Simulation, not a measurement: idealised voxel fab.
Module name: voxel capacitor over wiring (process module)
This is section cut - it's 230 nm across, gridded in 5 nm square cells.
In this document a cross-section is written as a grid of square cells. It is given as a series of bands, listed from the top down, and a band is one or more rows of cells.
Basically the band line says how high the top is and how high the bottom is, in nm, and then what's in it from left to right, every material with its width in nm. Empty space shows up as "air", and if a single material carries "edge to edge" it runs the full band edge to edge.
Convention: height 0 is the level below which the wafer, as received, is all one material. The lowest band does not terminate at the bottom but continues downward, represented as "0 down".
Read "30..40" as a graded width: first number on top, second number at the bottom, same change between each pair of neighbouring rows.
It should be understood that the words "all unchanged", when stated for a given step, signify that the cross-section underwent no change in any of its cells during that step.
"Closed void table" means: voids of 8 cells or more that are shut off from the top with no open way through. Written width x height at distance, distance from the left edge, in nm.
Step line, after settings: the simulator's comment on this step.
overlay nm: right-of-plan distance of the mask on a masked step; negative values mean left-of-plan.
List of planned process steps
step 1: RECEIVE [material Si]
step 2: CONFORMAL_DEP [material SiO2] [thk nm 15]
step 3: CONFORMAL_DEP [material SiCN] [thk nm 5]
step 4: DIRECTIONAL_DEP [material lowk] [thk nm 25]
step 5: DIRECTIONAL_DEP [material aC] [thk nm 15]
step 6: PATTERN [tone open] [mask id METAL_1] [material resist] [width nm 25] [pitch nm 95] [thk nm 35] [overlay nm 0]
step 7: DIRECTIONAL_ETCH [etch materials aC] [depth nm 15]
step 8: STRIP [etch materials resist]
step 9: DIRECTIONAL_ETCH [etch materials lowk] [depth nm 25]
step 10: DIRECTIONAL_ETCH [etch materials SiCN] [depth nm 5]
step 11: STRIP [etch materials aC]
step 12: CONFORMAL_DEP [material TiN] [thk nm 5]
step 13: FILL_DEP [material Ru] [thk nm 5]
step 14: CMP [height nm 45]
step 15: CONFORMAL_DEP [material SiCN] [thk nm 5]
step 16: DIRECTIONAL_DEP [material lowk] [thk nm 15]
step 17: DIRECTIONAL_DEP [material aC] [thk nm 15]
step 18: PATTERN [tone open] [mask id PLUG_1] [material resist] [width nm 15] [thk nm 30] [overlay nm 0]
step 19: DIRECTIONAL_ETCH [etch materials aC] [depth nm 15]
step 20: STRIP [etch materials resist]
step 21: DIRECTIONAL_ETCH [etch materials lowk] [depth nm 15]
step 22: DIRECTIONAL_ETCH [etch materials SiCN] [depth nm 5]
step 23: STRIP [etch materials aC]
step 24: CONFORMAL_DEP [material TiN] [thk nm 5]
step 25: FILL_DEP [material W] [thk nm 5]
step 26: CMP [height nm 65]
step 27: DIRECTIONAL_DEP [material TiN] [thk nm 5]
step 28: DIRECTIONAL_DEP [material Al2O3] [thk nm 5]
step 29: DIRECTIONAL_DEP [material TiN] [thk nm 5]
step 30: DIRECTIONAL_DEP [material aC] [thk nm 10]
step 31: PATTERN [tone cover] [mask id UPPER_PLATE] [material resist] [width nm 75] [thk nm 30] [overlay nm 0]
step 32: DIRECTIONAL_ETCH [etch materials aC] [depth nm 10]
step 33: STRIP [etch materials resist]
step 34: DIRECTIONAL_ETCH [etch materials TiN] [depth nm 5]
step 35: DIRECTIONAL_ETCH [etch materials Al2O3] [depth nm 5]
step 36: STRIP [etch materials aC]
step 37: MASKED_ETCH [tone cover] [mask id LOWER_PLATE] [width nm 85] [etch materials TiN] [depth nm 5] [overlay nm 0]
step 38: FILL_DEP [material SiO2] [thk nm 20]
step 39: CMP [height nm 95]
step 40: PATTERN [tone open] [mask id PLUG_2] [material resist] [width nm 15] [thk nm 15] [overlay nm 0]
step 41: DIRECTIONAL_ETCH [etch materials SiO2] [depth nm 15]
step 42: STRIP [etch materials resist]
step 43: CONFORMAL_DEP [material TiN] [thk nm 5]
step 44: FILL_DEP [material Cu] [thk nm 5]
step 45: CMP [height nm 95]
step 46: CONFORMAL_DEP [material SiCN] [thk nm 5]
Cross-section: wafer on arrival = after step 1
> 0 down  Si edge to edge
> Closed void table: none
First of two wafers at the end of the module, shown in cross-section; run carried out as planned
> 100 to 95  SiCN edge to edge
> 95 to 85  SiO2 (75); TiN (5); Cu (5); TiN (5); SiO2 (140)
> 85 to 75  SiO2 (75..65); TiN (15..75); SiO2 (140..90)
> 75 to 70  SiO2 (65); Al2O3 (75); SiO2 (90)
> 70 to 65  SiO2 (60); TiN (85); SiO2 (85)
> 65 to 50  lowk (65); TiN (5); W (5); TiN (5); lowk (150)
> 50 to 45  SiCN (65); TiN (15); SiCN (150)
> 45 to 20  lowk (55); TiN (5); Ru (15); TiN (5); lowk (70); TiN (5); Ru (15); TiN (5); lowk (55)
> 20 to 15  SiCN (55); TiN (25); SiCN (70); TiN (25); SiCN (55)
> 15 to 0  SiO2 edge to edge
> 0 down  Si edge to edge
> Closed void table: none
Wafer two, sectioned after the module: the first wafer's start, the first wafer's plan, and one mistake in how it was run
> 100 to 95  SiCN edge to edge
> 95 to 85  SiO2 (75); TiN (5); Cu (5); TiN (5); SiO2 (140)
> 85 to 75  SiO2 (75..65); TiN (15..75); SiO2 (140..90)
> 75 to 70  SiO2 (65); Al2O3 (75); SiO2 (90)
> 70 to 65  SiO2 (60); TiN (85); SiO2 (85)
> 65 to 50  lowk (65); TiN (5); W (5); TiN (5); lowk (150)
> 50 to 45  SiCN (65); TiN (15); SiCN (150)
> 45 to 35  lowk (55); TiN (5); Ru (15); TiN (5); lowk (70); TiN (5); Ru (15); TiN (5); lowk (55)
> 35 to 30  SiCN (55); TiN (25); SiCN (70); TiN (25); SiCN (55)
> 30 to 0  SiO2 edge to edge
> 0 down  Si edge to edge
> Closed void table: none
Nonconformance to the process plan: it should be noted that step 2 of the plan was executed twice
Upon completion, the second wafer contains, in terms of cells, a greater or smaller amount of certain materials than the first wafer: Ru: 18 fewer, SiO2: 138 more, TiN: 12 fewer, lowk: 108 fewer
